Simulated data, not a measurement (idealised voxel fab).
voxel self aligned vias: a process module
225 nm wide, 5 nm square cells: that's cross-section cut.
Cross-section = grid of square cells, listed top down in bands; band = one or more rows.
Heads up on the band format: heights come first, top then bottom, in nm. After that it's the materials left to right, each with its width in nm. A single material flagged "edge to edge" fills the whole band edge to edge, and "blank" means there's empty space there.
Heights are measured from 0, the level below which the as-received wafer is all one material; the lowest band has no bottom and continues downward, written as in "0..down".
Width: "30 to 40" (first number = top row, second number = bottom row, same change from row to row of cells).
"nothing got changed" after a step means that no cell of the cross-section changed.
Closed empty spaces (no open way to the top) of 8 cells or more are what "Closed empty spaces" lists, each as width x height at distance from the left edge, nm for all three.
It should be noted that, on the line of a given step, the content following the step's settings is a remark produced by the simulator itself with respect to that step.
The line of a step may include "overlay nm". On a step with a mask, this value is how far to the right of its planned place the mask lay. A negative value means the mask lay to the left.
# Listed below are the process steps as planned
1: RECEIVE with material Si
2: CONFORMAL_DEP with material SiO2, thk nm 15
3: CONFORMAL_DEP with material SiCN, thk nm 5
4: DIRECTIONAL_DEP with material SiO2, thk nm 20
5: DIRECTIONAL_DEP with material aC, thk nm 15
6: PATTERN with tone open, mask id LINES, material resist, width nm 20, pitch nm 50, thk nm 35, overlay nm 0
7: DIRECTIONAL_ETCH with etch materials aC, depth nm 15
8: STRIP with etch materials resist
9: DIRECTIONAL_ETCH with etch materials SiO2, depth nm 20
10: STRIP with etch materials aC
11: CONFORMAL_DEP with material TiN, thk nm 5
12: FILL_DEP with material W, thk nm 5
13: CMP with height nm 40
14: SELECTIVE_ETCH with etch materials W Ru TiN, depth nm 5
15: FILL_DEP with material SiN, thk nm 5
16: CMP with height nm 40
17: DIRECTIONAL_DEP with material SiO2, thk nm 15
18: DIRECTIONAL_DEP with material aC, thk nm 15
19: PATTERN with tone open, mask id VIAS, material resist, width nm 30, pitch nm 50, thk nm 30, overlay nm 0
20: DIRECTIONAL_ETCH with etch materials aC, depth nm 15
21: STRIP with etch materials resist
22: DIRECTIONAL_ETCH with etch materials SiO2, depth nm 15
23: DIRECTIONAL_ETCH with etch materials SiN, depth nm 5
24: STRIP with etch materials aC
25: CONFORMAL_DEP with material TiN, thk nm 5
26: FILL_DEP with material Cu, thk nm 10
27: CMP with height nm 55
28: CONFORMAL_DEP with material SiCN, thk nm 5
# So this is the incoming wafer in cross-section - it's already been through step 1
    0..down = Si edge to edge
    Closed empty spaces: none
# Starting wafer: above. Plan: above. Run: one mistake. Cross-section after the module: below
    60..55 = SiCN edge to edge
    55..40 = SiO2 (70), TiN (5), Cu (20), TiN (5), SiO2 (20), TiN (5), Cu (20), TiN (5), SiO2 (75)
    40..35 = SiO2 (70), TiN (30), SiO2 (20), TiN (30), SiO2 (75)
    35..25 = SiO2 (70), TiN (10), W (10), TiN (10), SiO2 (20), TiN (10), W (10), TiN (10), SiO2 (75)
    25..20 = SiO2 (75), TiN (20), SiO2 (30), TiN (20), SiO2 (80)
    20..15 = SiCN edge to edge
    15..0 = SiO2 edge to edge
    0..down = Si edge to edge
    Closed empty spaces: none
Deviation from plan: the plan's step 22 ran twice
